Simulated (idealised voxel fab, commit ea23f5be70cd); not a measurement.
Module name: voxel wiring stack (process module)
Displayed cross-section: cut, width of 270 nm, square cells sized 5 nm.
A cross-section in this document is a grid of square cells, and it is written down as bands, the top band listed before the ones below it; a band is made up of one or more rows of cells. Each band's line starts with the height of the band's top and of its bottom, in nm. Then come its materials from left to right, each with its width in nm. One material with "full width" fills the band from edge to edge. "blank" is empty space. Heights are expressed relative to 0, this being the level below which the as-received wafer comprises one material exclusively. The lowest band is unbounded in the downward direction and is denoted as in "0 -> down". Graded width ("30..40"): value in top row of band = first number; value in bottom row = second number; row-to-row change constant. What does "changes: none" mean for a step? It means no cell of the cross-section changed in that step. For the entry "Sealed cavities", the listed items are empty spaces with no open way to the top whose size is 8 cells or more; each item follows the pattern width x height at distance, where distance is from the left edge and all three are in nm. That trailing text on a step's line, after the settings, is the simulator's own remark on the step. overlay nm: step with mask; distance mask lay right of planned place; negative value = left of planned place.

-- This section lists the process steps that were planned
1) op RECEIVE | material Si
2) op CONFORMAL_DEP | material SiO2 | thk nm 10
3) op CONFORMAL_DEP | material SiCN | thk nm 5
4) op DIRECTIONAL_DEP | material SiO2 | thk nm 20
5) op MASKED_ETCH | tone open | mask id METAL_1 | width nm 20 | pitch nm 45 | etch materials SiO2 | depth nm 20 | overlay nm 0
6) op MASKED_ETCH | tone open | mask id METAL_1 | width nm 20 | pitch nm 45 | etch materials SiCN | depth nm 5 | overlay nm 0
7) op CONFORMAL_DEP | material TiN | thk nm 5
8) op FILL_DEP | material Cu | thk nm 10
9) op CMP | height nm 35
10) op CONFORMAL_DEP | material SiCN | thk nm 5
11) op DIRECTIONAL_DEP | material SiO2 | thk nm 30
12) op PATTERN | tone open | mask id METAL_2_HOLES | material resist | width nm 15 | pitch nm 90 | thk nm 15 | overlay nm 0
13) op DIRECTIONAL_ETCH | etch materials SiO2 | depth nm 30
14) op STRIP | etch materials resist
15) op DIRECTIONAL_DEP | material aC | thk nm 10
16) op PATTERN | tone open | mask id METAL_2 | material resist | width nm 20 | pitch nm 45 | thk nm 25 | overlay nm 0
17) op DIRECTIONAL_ETCH | etch materials aC | depth nm 10
18) op STRIP | etch materials resist
19) op DIRECTIONAL_ETCH | etch materials SiO2 | depth nm 20
20) op DIRECTIONAL_ETCH | etch materials SiCN | depth nm 5
21) op STRIP | etch materials aC
22) op CONFORMAL_DEP | material TiN | thk nm 5
23) op FILL_DEP | material Cu | thk nm 5
24) op CMP | height nm 70
25) op CONFORMAL_DEP | material SiCN | thk nm 5
26) op DIRECTIONAL_DEP | material SiO2 | thk nm 35
27) op PATTERN | tone open | mask id METAL_3_HOLES | material resist | width nm 15 | pitch nm 45 | thk nm 15 | overlay nm 0
28) op DIRECTIONAL_ETCH | etch materials SiO2 | depth nm 35
29) op STRIP | etch materials resist
30) op PATTERN | tone open | mask id METAL_3 | material resist | width nm 20 | pitch nm 45 | thk nm 15 | overlay nm 0
31) op DIRECTIONAL_ETCH | etch materials SiO2 | depth nm 20
32) op DIRECTIONAL_ETCH | etch materials SiCN | depth nm 5
33) op STRIP | etch materials resist
34) op CONFORMAL_DEP | material TiN | thk nm 5
35) op FILL_DEP | material Cu | thk nm 5
36) op CMP | height nm 110
37) op CONFORMAL_DEP | material SiCN | thk nm 5
38) op DIRECTIONAL_DEP | material SiO2 | thk nm 20
39) op DIRECTIONAL_DEP | material aC | thk nm 15
40) op PATTERN | tone open | mask id PLUG_3 | material resist | width nm 15 | pitch nm 90 | thk nm 35 | overlay nm 0
41) op DIRECTIONAL_ETCH | etch materials aC | depth nm 15
42) op STRIP | etch materials resist
43) op DIRECTIONAL_ETCH | etch materials SiO2 | depth nm 20
44) op DIRECTIONAL_ETCH | etch materials SiCN | depth nm 5
45) op STRIP | etch materials aC
46) op CONFORMAL_DEP | material TiN | thk nm 5
47) op FILL_DEP | material Cu | thk nm 5
48) op CMP | height nm 135
49) op DIRECTIONAL_DEP | material TiN | thk nm 5
50) op DIRECTIONAL_DEP | material Ru | thk nm 25
51) op PATTERN | tone cover | mask id METAL_4 | material resist | width nm 20 | pitch nm 45 | thk nm 20 | overlay nm 0
52) op DIRECTIONAL_ETCH | etch materials Ru | depth nm 25
53) op DIRECTIONAL_ETCH | etch materials TiN | depth nm 5
54) op STRIP | etch materials resist
55) op FILL_DEP | material SiO2 | thk nm 5
56) op CMP | height nm 165
57) op CONFORMAL_DEP | material SiCN | thk nm 5

-- First of two wafers: run as planned

-- As-received state of the wafer in cross-section, equivalent to post-step 1
	0 -> down = Si full width
	Sealed cavities: none

-- After step 2, in cross-section
	10 -> 0 = SiO2 full width
	Note: structure below 0 unchanged.

-- After step 3, in cross-section
	15 -> 10 = SiCN full width
	Note: structure below 10 unchanged.

-- After step 4, in cross-section
	35 -> 15 = SiO2 full width
	Note: structure below 15 unchanged.

-- After step 5, in cross-section
	35 -> 15 = 55 nm SiO2; 20 nm blank; 25 nm SiO2; 20 nm blank; 25 nm SiO2; 20 nm blank; 25 nm SiO2; 20 nm blank; 60 nm SiO2
	Note: structure below 15 unchanged.

-- After step 6, in cross-section
	35 -> 15 = 55 nm SiO2; 20 nm blank; 25 nm SiO2; 20 nm blank; 25 nm SiO2; 20 nm blank; 25 nm SiO2; 20 nm blank; 60 nm SiO2
	15 -> 10 = 55 nm SiCN; 20 nm blank; 25 nm SiCN; 20 nm blank; 25 nm SiCN; 20 nm blank; 25 nm SiCN; 20 nm blank; 60 nm SiCN
	Note: structure below 10 unchanged.

-- After step 7, in cross-section
	40 -> 35 = 60 nm TiN; 10 nm blank; 35 nm TiN; 10 nm blank; 35 nm TiN; 10 nm blank; 35 nm TiN; 10 nm blank; 65 nm TiN
	35 -> 15 = 55 nm SiO2; 5 nm TiN; 10 nm blank; 5 nm TiN; 25 nm SiO2; 5 nm TiN; 10 nm blank; 5 nm TiN; 25 nm SiO2; 5 nm TiN; 10 nm blank; 5 nm TiN; 25 nm SiO2; 5 nm TiN; 10 nm blank; 5 nm TiN; 60 nm SiO2
	15 -> 10 = 55 nm SiCN; 20 nm TiN; 25 nm SiCN; 20 nm TiN; 25 nm SiCN; 20 nm TiN; 25 nm SiCN; 20 nm TiN; 60 nm SiCN
	Note: structure below 10 unchanged.

-- After step 8, in cross-section
	50 -> 40 = Cu full width
	40 -> 35 = 60 nm TiN; 10 nm Cu; 35 nm TiN; 10 nm Cu; 35 nm TiN; 10 nm Cu; 35 nm TiN; 10 nm Cu; 65 nm TiN
	35 -> 15 = 55 nm SiO2; 5 nm TiN; 10 nm Cu; 5 nm TiN; 25 nm SiO2; 5 nm TiN; 10 nm Cu; 5 nm TiN; 25 nm SiO2; 5 nm TiN; 10 nm Cu; 5 nm TiN; 25 nm SiO2; 5 nm TiN; 10 nm Cu; 5 nm TiN; 60 nm SiO2
	Note: structure below 15 unchanged.

-- After step 9, in cross-section
	35 -> 15 = 55 nm SiO2; 5 nm TiN; 10 nm Cu; 5 nm TiN; 25 nm SiO2; 5 nm TiN; 10 nm Cu; 5 nm TiN; 25 nm SiO2; 5 nm TiN; 10 nm Cu; 5 nm TiN; 25 nm SiO2; 5 nm TiN; 10 nm Cu; 5 nm TiN; 60 nm SiO2
	Note: structure below 15 unchanged.

-- After step 10, in cross-section
	40 -> 35 = SiCN full width
	Note: structure below 35 unchanged.

-- After step 11, in cross-section
	70 -> 40 = SiO2 full width
	Note: structure below 40 unchanged.

-- After step 12, in cross-section
	85 -> 70 = 55 nm resist; 15 nm blank; 75 nm resist; 15 nm blank; 110 nm resist
	Note: structure below 70 unchanged.

-- After step 13, in cross-section
	85 -> 70 = 55 nm resist; 15 nm blank; 75 nm resist; 15 nm blank; 110 nm resist
	70 -> 40 = 55 nm SiO2; 15 nm blank; 75 nm SiO2; 15 nm blank; 110 nm SiO2
	Note: structure below 40 unchanged.

-- After step 14, in cross-section
	70 -> 40 = 55 nm SiO2; 15 nm blank; 75 nm SiO2; 15 nm blank; 110 nm SiO2
	Note: structure below 40 unchanged.

-- After step 15, in cross-section
	80 -> 70 = 55 nm aC; 15 nm blank; 75 nm aC; 15 nm blank; 110 nm aC
	70 -> 50 = 55 nm SiO2; 15 nm blank; 75 nm SiO2; 15 nm blank; 110 nm SiO2
	50 -> 40 = 55 nm SiO2; 15 nm aC; 75 nm SiO2; 15 nm aC; 110 nm SiO2
	Note: structure below 40 unchanged.

-- After step 16, in cross-section
	105 -> 80 = 55 nm resist; 20 nm blank; 25 nm resist; 20 nm blank; 25 nm resist; 20 nm blank; 25 nm resist; 20 nm blank; 60 nm resist
	Note: structure below 80 unchanged.

-- After step 17, in cross-section
	95 -> 80 = 55 nm resist; 20 nm blank; 25 nm resist; 20 nm blank; 25 nm resist; 20 nm blank; 25 nm resist; 20 nm blank; 60 nm resist
	80 -> 70 = 55 nm aC; 20 nm blank; 25 nm aC; 20 nm blank; 25 nm aC; 20 nm blank; 25 nm aC; 20 nm blank; 60 nm aC
	70 -> 40 = 55 nm SiO2; 15 nm blank; 75 nm SiO2; 15 nm blank; 110 nm SiO2
	Note: structure below 40 unchanged.

-- After step 18, in cross-section
	80 -> 70 = 55 nm aC; 20 nm blank; 25 nm aC; 20 nm blank; 25 nm aC; 20 nm blank; 25 nm aC; 20 nm blank; 60 nm aC
	Note: structure below 70 unchanged.

-- After step 19, in cross-section
	80 -> 70 = 55 nm aC; 20 nm blank; 25 nm aC; 20 nm blank; 25 nm aC; 20 nm blank; 25 nm aC; 20 nm blank; 60 nm aC
	70 -> 50 = 55 nm SiO2; 20 nm blank; 25 nm SiO2; 20 nm blank; 25 nm SiO2; 20 nm blank; 25 nm SiO2; 20 nm blank; 60 nm SiO2
	Note: structure below 50 unchanged.

-- After step 20, in cross-section
	80 -> 70 = 55 nm aC; 20 nm blank; 25 nm aC; 20 nm blank; 25 nm aC; 20 nm blank; 25 nm aC; 20 nm blank; 60 nm aC
	70 -> 50 = 55 nm SiO2; 20 nm blank; 25 nm SiO2; 20 nm blank; 25 nm SiO2; 20 nm blank; 25 nm SiO2; 20 nm blank; 60 nm SiO2
	50 -> 40 = 55 nm SiO2; 15 nm blank; 75 nm SiO2; 15 nm blank; 110 nm SiO2
	40 -> 35 = 55 nm SiCN; 15 nm blank; 75 nm SiCN; 15 nm blank; 110 nm SiCN
	Note: structure below 35 unchanged.

-- After step 21, in cross-section
	70 -> 50 = 55 nm SiO2; 20 nm blank; 25 nm SiO2; 20 nm blank; 25 nm SiO2; 20 nm blank; 25 nm SiO2; 20 nm blank; 60 nm SiO2
	Note: structure below 50 unchanged.

-- After step 22, in cross-section
	75 -> 70 = 60 nm TiN; 10 nm blank; 35 nm TiN; 10 nm blank; 35 nm TiN; 10 nm blank; 35 nm TiN; 10 nm blank; 65 nm TiN
	70 -> 55 = 55 nm SiO2; 5 nm TiN; 10 nm blank; 5 nm TiN; 25 nm SiO2; 5 nm TiN; 10 nm blank; 5 nm TiN; 25 nm SiO2; 5 nm TiN; 10 nm blank; 5 nm TiN; 25 nm SiO2; 5 nm TiN; 10 nm blank; 5 nm TiN; 60 nm SiO2
	55 -> 50 = 55 nm SiO2; 5 nm TiN; 5 nm blank; 10 nm TiN; 25 nm SiO2; 20 nm TiN; 25 nm SiO2; 5 nm TiN; 5 nm blank; 10 nm TiN; 25 nm SiO2; 20 nm TiN; 60 nm SiO2
	50 -> 40 = 55 nm SiO2; 5 nm TiN; 5 nm blank; 5 nm TiN; 75 nm SiO2; 5 nm TiN; 5 nm blank; 5 nm TiN; 110 nm SiO2
	40 -> 35 = 55 nm SiCN; 15 nm TiN; 75 nm SiCN; 15 nm TiN; 110 nm SiCN
	Note: structure below 35 unchanged.

-- After step 23, in cross-section
	80 -> 75 = Cu full width
	75 -> 70 = 60 nm TiN; 10 nm Cu; 35 nm TiN; 10 nm Cu; 35 nm TiN; 10 nm Cu; 35 nm TiN; 10 nm Cu; 65 nm TiN
	70 -> 55 = 55 nm SiO2; 5 nm TiN; 10 nm Cu; 5 nm TiN; 25 nm SiO2; 5 nm TiN; 10 nm Cu; 5 nm TiN; 25 nm SiO2; 5 nm TiN; 10 nm Cu; 5 nm TiN; 25 nm SiO2; 5 nm TiN; 10 nm Cu; 5 nm TiN; 60 nm SiO2
	55 -> 50 = 55 nm SiO2; 5 nm TiN; 5 nm Cu; 10 nm TiN; 25 nm SiO2; 20 nm TiN; 25 nm SiO2; 5 nm TiN; 5 nm Cu; 10 nm TiN; 25 nm SiO2; 20 nm TiN; 60 nm SiO2
	50 -> 40 = 55 nm SiO2; 5 nm TiN; 5 nm Cu; 5 nm TiN; 75 nm SiO2; 5 nm TiN; 5 nm Cu; 5 nm TiN; 110 nm SiO2
	Note: structure below 40 unchanged.

-- After step 24, in cross-section
	70 -> 55 = 55 nm SiO2; 5 nm TiN; 10 nm Cu; 5 nm TiN; 25 nm SiO2; 5 nm TiN; 10 nm Cu; 5 nm TiN; 25 nm SiO2; 5 nm TiN; 10 nm Cu; 5 nm TiN; 25 nm SiO2; 5 nm TiN; 10 nm Cu; 5 nm TiN; 60 nm SiO2
	Note: structure below 55 unchanged.

-- After step 25, in cross-section
	75 -> 70 = SiCN full width
	Note: structure below 70 unchanged.

-- After step 26, in cross-section
	110 -> 75 = SiO2 full width
	Note: structure below 75 unchanged.

-- After step 27, in cross-section
	125 -> 110 = 55 nm resist; 15 nm blank; 30 nm resist; 15 nm blank; 30 nm resist; 15 nm blank; 30 nm resist; 15 nm blank; 65 nm resist
	Note: structure below 110 unchanged.

-- After step 28, in cross-section
	125 -> 110 = 55 nm resist; 15 nm blank; 30 nm resist; 15 nm blank; 30 nm resist; 15 nm blank; 30 nm resist; 15 nm blank; 65 nm resist
	110 -> 75 = 55 nm SiO2; 15 nm blank; 30 nm SiO2; 15 nm blank; 30 nm SiO2; 15 nm blank; 30 nm SiO2; 15 nm blank; 65 nm SiO2
	Note: structure below 75 unchanged.

-- After step 29, in cross-section
	110 -> 75 = 55 nm SiO2; 15 nm blank; 30 nm SiO2; 15 nm blank; 30 nm SiO2; 15 nm blank; 30 nm SiO2; 15 nm blank; 65 nm SiO2
	Note: structure below 75 unchanged.

-- After step 30, in cross-section
	125 -> 110 = 55 nm resist; 20 nm blank; 25 nm resist; 20 nm blank; 25 nm resist; 20 nm blank; 25 nm resist; 20 nm blank; 60 nm resist
	Note: structure below 110 unchanged.

-- After step 31, in cross-section
	125 -> 110 = 55 nm resist; 20 nm blank; 25 nm resist; 20 nm blank; 25 nm resist; 20 nm blank; 25 nm resist; 20 nm blank; 60 nm resist
	110 -> 90 = 55 nm SiO2; 20 nm blank; 25 nm SiO2; 20 nm blank; 25 nm SiO2; 20 nm blank; 25 nm SiO2; 20 nm blank; 60 nm SiO2
	Note: structure below 90 unchanged.

-- After step 32, in cross-section
	125 -> 110 = 55 nm resist; 20 nm blank; 25 nm resist; 20 nm blank; 25 nm resist; 20 nm blank; 25 nm resist; 20 nm blank; 60 nm resist
	110 -> 90 = 55 nm SiO2; 20 nm blank; 25 nm SiO2; 20 nm blank; 25 nm SiO2; 20 nm blank; 25 nm SiO2; 20 nm blank; 60 nm SiO2
	90 -> 75 = 55 nm SiO2; 15 nm blank; 30 nm SiO2; 15 nm blank; 30 nm SiO2; 15 nm blank; 30 nm SiO2; 15 nm blank; 65 nm SiO2
	75 -> 70 = 55 nm SiCN; 15 nm blank; 30 nm SiCN; 15 nm blank; 30 nm SiCN; 15 nm blank; 30 nm SiCN; 15 nm blank; 65 nm SiCN
	Note: structure below 70 unchanged.

-- After step 33, in cross-section
	110 -> 90 = 55 nm SiO2; 20 nm blank; 25 nm SiO2; 20 nm blank; 25 nm SiO2; 20 nm blank; 25 nm SiO2; 20 nm blank; 60 nm SiO2
	Note: structure below 90 unchanged.

-- After step 34, in cross-section
	115 -> 110 = 60 nm TiN; 10 nm blank; 35 nm TiN; 10 nm blank; 35 nm TiN; 10 nm blank; 35 nm TiN; 10 nm blank; 65 nm TiN
	110 -> 95 = 55 nm SiO2; 5 nm TiN; 10 nm blank; 5 nm TiN; 25 nm SiO2; 5 nm TiN; 10 nm blank; 5 nm TiN; 25 nm SiO2; 5 nm TiN; 10 nm blank; 5 nm TiN; 25 nm SiO2; 5 nm TiN; 10 nm blank; 5 nm TiN; 60 nm SiO2
	95 -> 90 = 55 nm SiO2; 5 nm TiN; 5 nm blank; 10 nm TiN; 25 nm SiO2; 5 nm TiN; 5 nm blank; 10 nm TiN; 25 nm SiO2; 5 nm TiN; 5 nm blank; 10 nm TiN; 25 nm SiO2; 5 nm TiN; 5 nm blank; 10 nm TiN; 60 nm SiO2
	90 -> 75 = 55 nm SiO2; 5 nm TiN; 5 nm blank; 5 nm TiN; 30 nm SiO2; 5 nm TiN; 5 nm blank; 5 nm TiN; 30 nm SiO2; 5 nm TiN; 5 nm blank; 5 nm TiN; 30 nm SiO2; 5 nm TiN; 5 nm blank; 5 nm TiN; 65 nm SiO2
	75 -> 70 = 55 nm SiCN; 15 nm TiN; 30 nm SiCN; 15 nm TiN; 30 nm SiCN; 15 nm TiN; 30 nm SiCN; 15 nm TiN; 65 nm SiCN
	Note: structure below 70 unchanged.

-- After step 35, in cross-section
	120 -> 115 = Cu full width
	115 -> 110 = 60 nm TiN; 10 nm Cu; 35 nm TiN; 10 nm Cu; 35 nm TiN; 10 nm Cu; 35 nm TiN; 10 nm Cu; 65 nm TiN
	110 -> 95 = 55 nm SiO2; 5 nm TiN; 10 nm Cu; 5 nm TiN; 25 nm SiO2; 5 nm TiN; 10 nm Cu; 5 nm TiN; 25 nm SiO2; 5 nm TiN; 10 nm Cu; 5 nm TiN; 25 nm SiO2; 5 nm TiN; 10 nm Cu; 5 nm TiN; 60 nm SiO2
	95 -> 90 = 55 nm SiO2; 5 nm TiN; 5 nm Cu; 10 nm TiN; 25 nm SiO2; 5 nm TiN; 5 nm Cu; 10 nm TiN; 25 nm SiO2; 5 nm TiN; 5 nm Cu; 10 nm TiN; 25 nm SiO2; 5 nm TiN; 5 nm Cu; 10 nm TiN; 60 nm SiO2
	90 -> 75 = 55 nm SiO2; 5 nm TiN; 5 nm Cu; 5 nm TiN; 30 nm SiO2; 5 nm TiN; 5 nm Cu; 5 nm TiN; 30 nm SiO2; 5 nm TiN; 5 nm Cu; 5 nm TiN; 30 nm SiO2; 5 nm TiN; 5 nm Cu; 5 nm TiN; 65 nm SiO2
	Note: structure below 75 unchanged.

-- After step 36, in cross-section
	110 -> 95 = 55 nm SiO2; 5 nm TiN; 10 nm Cu; 5 nm TiN; 25 nm SiO2; 5 nm TiN; 10 nm Cu; 5 nm TiN; 25 nm SiO2; 5 nm TiN; 10 nm Cu; 5 nm TiN; 25 nm SiO2; 5 nm TiN; 10 nm Cu; 5 nm TiN; 60 nm SiO2
	Note: structure below 95 unchanged.

-- After step 37, in cross-section
	115 -> 110 = SiCN full width
	Note: structure below 110 unchanged.

-- After step 38, in cross-section
	135 -> 115 = SiO2 full width
	Note: structure below 115 unchanged.

-- After step 39, in cross-section
	150 -> 135 = aC full width
	Note: structure below 135 unchanged.

-- After step 40, in cross-section
	185 -> 150 = 55 nm resist; 15 nm blank; 75 nm resist; 15 nm blank; 110 nm resist
	Note: structure below 150 unchanged.

-- After step 41, in cross-section
	170 -> 150 = 55 nm resist; 15 nm blank; 75 nm resist; 15 nm blank; 110 nm resist
	150 -> 135 = 55 nm aC; 15 nm blank; 75 nm aC; 15 nm blank; 110 nm aC
	Note: structure below 135 unchanged.

-- After step 42, in cross-section
	150 -> 135 = 55 nm aC; 15 nm blank; 75 nm aC; 15 nm blank; 110 nm aC
	Note: structure below 135 unchanged.

-- After step 43, in cross-section
	150 -> 135 = 55 nm aC; 15 nm blank; 75 nm aC; 15 nm blank; 110 nm aC
	135 -> 115 = 55 nm SiO2; 15 nm blank; 75 nm SiO2; 15 nm blank; 110 nm SiO2
	Note: structure below 115 unchanged.

-- After step 44, in cross-section
	150 -> 135 = 55 nm aC; 15 nm blank; 75 nm aC; 15 nm blank; 110 nm aC
	135 -> 115 = 55 nm SiO2; 15 nm blank; 75 nm SiO2; 15 nm blank; 110 nm SiO2
	115 -> 110 = 55 nm SiCN; 15 nm blank; 75 nm SiCN; 15 nm blank; 110 nm SiCN
	Note: structure below 110 unchanged.

-- After step 45, in cross-section
	135 -> 115 = 55 nm SiO2; 15 nm blank; 75 nm SiO2; 15 nm blank; 110 nm SiO2
	Note: structure below 115 unchanged.

-- After step 46, in cross-section
	140 -> 135 = 60 nm TiN; 5 nm blank; 85 nm TiN; 5 nm blank; 115 nm TiN
	135 -> 115 = 55 nm SiO2; 5 nm TiN; 5 nm blank; 5 nm TiN; 75 nm SiO2; 5 nm TiN; 5 nm blank; 5 nm TiN; 110 nm SiO2
	115 -> 110 = 55 nm SiCN; 15 nm TiN; 75 nm SiCN; 15 nm TiN; 110 nm SiCN
	Note: structure below 110 unchanged.

-- After step 47, in cross-section
	145 -> 140 = Cu full width
	140 -> 135 = 60 nm TiN; 5 nm Cu; 85 nm TiN; 5 nm Cu; 115 nm TiN
	135 -> 115 = 55 nm SiO2; 5 nm TiN; 5 nm Cu; 5 nm TiN; 75 nm SiO2; 5 nm TiN; 5 nm Cu; 5 nm TiN; 110 nm SiO2
	Note: structure below 115 unchanged.

-- After step 48, in cross-section
	135 -> 115 = 55 nm SiO2; 5 nm TiN; 5 nm Cu; 5 nm TiN; 75 nm SiO2; 5 nm TiN; 5 nm Cu; 5 nm TiN; 110 nm SiO2
	Note: structure below 115 unchanged.

-- After step 49, in cross-section
	140 -> 135 = TiN full width
	Note: structure below 135 unchanged.

-- After step 50, in cross-section
	165 -> 140 = Ru full width
	Note: structure below 140 unchanged.

-- After step 51, in cross-section
	185 -> 165 = 55 nm blank; 20 nm resist; 25 nm blank; 20 nm resist; 25 nm blank; 20 nm resist; 25 nm blank; 20 nm resist; 60 nm blank
	Note: structure below 165 unchanged.

-- After step 52, in cross-section
	185 -> 165 = 55 nm blank; 20 nm resist; 25 nm blank; 20 nm resist; 25 nm blank; 20 nm resist; 25 nm blank; 20 nm resist; 60 nm blank
	165 -> 140 = 55 nm blank; 20 nm Ru; 25 nm blank; 20 nm Ru; 25 nm blank; 20 nm Ru; 25 nm blank; 20 nm Ru; 60 nm blank
	Note: structure below 140 unchanged.

-- After step 53, in cross-section
	185 -> 165 = 55 nm blank; 20 nm resist; 25 nm blank; 20 nm resist; 25 nm blank; 20 nm resist; 25 nm blank; 20 nm resist; 60 nm blank
	165 -> 140 = 55 nm blank; 20 nm Ru; 25 nm blank; 20 nm Ru; 25 nm blank; 20 nm Ru; 25 nm blank; 20 nm Ru; 60 nm blank
	140 -> 135 = 55 nm blank; 20 nm TiN; 25 nm blank; 20 nm TiN; 25 nm blank; 20 nm TiN; 25 nm blank; 20 nm TiN; 60 nm blank
	Note: structure below 135 unchanged.

-- After step 54, in cross-section
	165 -> 140 = 55 nm blank; 20 nm Ru; 25 nm blank; 20 nm Ru; 25 nm blank; 20 nm Ru; 25 nm blank; 20 nm Ru; 60 nm blank
	Note: structure below 140 unchanged.

-- After step 55, in cross-section
	170 -> 165 = SiO2 full width
	165 -> 140 = 55 nm SiO2; 20 nm Ru; 25 nm SiO2; 20 nm Ru; 25 nm SiO2; 20 nm Ru; 25 nm SiO2; 20 nm Ru; 60 nm SiO2
	140 -> 135 = 55 nm SiO2; 20 nm TiN; 25 nm SiO2; 20 nm TiN; 25 nm SiO2; 20 nm TiN; 25 nm SiO2; 20 nm TiN; 60 nm SiO2
	Note: structure below 135 unchanged.

-- After step 56, in cross-section
	165 -> 140 = 55 nm SiO2; 20 nm Ru; 25 nm SiO2; 20 nm Ru; 25 nm SiO2; 20 nm Ru; 25 nm SiO2; 20 nm Ru; 60 nm SiO2
	Note: structure below 140 unchanged.

-- After step 57, in cross-section
	170 -> 165 = SiCN full width
	Note: structure below 165 unchanged.

-- Here the second wafer is described. Its start and its plan were those of the first wafer. Its run contained one mistake. Up to and including step 50, it did exactly what the first wafer did

-- Second wafer profile in section, at the moment step 51 of the plan was meant to be complete
	185 -> 165 = 55 nm blank; 25 nm resist; 20 nm blank; 25 nm resist; 20 nm blank; 25 nm resist; 20 nm blank; 25 nm resist; 55 nm blank
	Note: structure below 165 unchanged.

-- Second wafer profile in section, at the moment step 52 of the plan was meant to be complete
	185 -> 165 = 55 nm blank; 25 nm resist; 20 nm blank; 25 nm resist; 20 nm blank; 25 nm resist; 20 nm blank; 25 nm resist; 55 nm blank
	165 -> 140 = 55 nm blank; 25 nm Ru; 20 nm blank; 25 nm Ru; 20 nm blank; 25 nm Ru; 20 nm blank; 25 nm Ru; 55 nm blank
	Note: structure below 140 unchanged.

-- Second wafer profile in section, at the moment step 53 of the plan was meant to be complete
	185 -> 165 = 55 nm blank; 25 nm resist; 20 nm blank; 25 nm resist; 20 nm blank; 25 nm resist; 20 nm blank; 25 nm resist; 55 nm blank
	165 -> 140 = 55 nm blank; 25 nm Ru; 20 nm blank; 25 nm Ru; 20 nm blank; 25 nm Ru; 20 nm blank; 25 nm Ru; 55 nm blank
	140 -> 135 = 55 nm blank; 25 nm TiN; 20 nm blank; 25 nm TiN; 20 nm blank; 25 nm TiN; 20 nm blank; 25 nm TiN; 55 nm blank
	Note: structure below 135 unchanged.

-- Second wafer profile in section, at the moment step 54 of the plan was meant to be complete
	165 -> 140 = 55 nm blank; 25 nm Ru; 20 nm blank; 25 nm Ru; 20 nm blank; 25 nm Ru; 20 nm blank; 25 nm Ru; 55 nm blank
	Note: structure below 140 unchanged.

-- Second wafer profile in section, at the moment step 55 of the plan was meant to be complete
	170 -> 165 = SiO2 full width
	165 -> 140 = 55 nm SiO2; 25 nm Ru; 20 nm SiO2; 25 nm Ru; 20 nm SiO2; 25 nm Ru; 20 nm SiO2; 25 nm Ru; 55 nm SiO2
	140 -> 135 = 55 nm SiO2; 25 nm TiN; 20 nm SiO2; 25 nm TiN; 20 nm SiO2; 25 nm TiN; 20 nm SiO2; 25 nm TiN; 55 nm SiO2
	Note: structure below 135 unchanged.

-- Second wafer profile in section, at the moment step 56 of the plan was meant to be complete
	165 -> 140 = 55 nm SiO2; 25 nm Ru; 20 nm SiO2; 25 nm Ru; 20 nm SiO2; 25 nm Ru; 20 nm SiO2; 25 nm Ru; 55 nm SiO2
	Note: structure below 140 unchanged.

-- Second wafer profile in section, at the moment step 57 of the plan was meant to be complete
	170 -> 165 = SiCN full width
	Note: structure below 165 unchanged.
Want to know what went wrong? for step 51, the planned setting was not used; the step was instead run as op PATTERN | tone cover | mask id METAL_4 | material resist | width nm 25 | pitch nm 45 | thk nm 20 | overlay nm 0
Cell-count delta at end, second wafer over first, by material: Ru +20; SiO2 -24; TiN +4
